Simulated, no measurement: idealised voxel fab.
process module | voxel trench capacitor
cross-section cut | 240 nm wide | cells 5 nm
A cross-section is a grid of square cells, given in bands from the top down. A band is one or more rows of cells.
Each band's line starts with the height of the band's top and of its bottom, in nm. Then come its materials from left to right, each with its width in nm. One material with "throughout" fills the band from edge to edge. "air" is empty space.
Height 0 is the level under which the wafer as received is all one material. The lowest band goes on downwards, as in "0 down".
A width such as "30 to 40" changes by the same amount from each row of cells to the next, from the band's top row to its bottom row.
"no change" after a step means that no cell of the cross-section changed.
closed voids: empty space of 8 cells or more with no open way to the top, each as width x height at its distance from the left edge, in nm
after a step's settings: what the simulator itself notes on the step
overlay nm, on a step with a mask: how far to the right of its planned place the mask lay; to the left if negative
plan
1 op RECEIVE | material Si
2 op CONFORMAL_DEP | material SiN | thk nm 5
3 op DIRECTIONAL_DEP | material aC | thk nm 15
4 op PATTERN | tone open | mask id TRENCH | material resist | width nm 25 | pitch nm 50 | thk nm 30 | overlay nm 0
5 op DIRECTIONAL_ETCH | etch materials aC | depth nm 15
6 op STRIP | etch materials resist
7 op DIRECTIONAL_ETCH | etch materials SiN | depth nm 5
8 op DIRECTIONAL_ETCH | etch materials Si | depth nm 25
9 op STRIP | etch materials aC
10 op CONFORMAL_DEP | material SiO2 | thk nm 5
11 op FILL_DEP | material polySi | thk nm 10
12 op CMP | height nm 5
as received, after step 1
  0 down: Si throughout
  closed voids: none
a wafer at the end: this start, this plan, one mistake
  20 to 10: polySi throughout
  10 to 5: SiO2 60 | polySi 15 | SiO2 35 | polySi 15 | SiO2 35 | polySi 15 | SiO2 65
  5 to 0: SiN 55 | SiO2 5 | polySi 15 | SiO2 5 | SiN 25 | SiO2 5 | polySi 15 | SiO2 5 | SiN 25 | SiO2 5 | polySi 15 | SiO2 5 | SiN 60
  0 to -20: Si 55 | SiO2 5 | polySi 15 | SiO2 5 | Si 25 | SiO2 5 | polySi 15 | SiO2 5 | Si 25 | SiO2 5 | polySi 15 | SiO2 5 | Si 60
  -20 to -25: Si 55 | SiO2 25 | Si 25 | SiO2 25 | Si 25 | SiO2 25 | Si 60
  -25 down: Si throughout
  closed voids: none
what went wrong: step 12 was left out
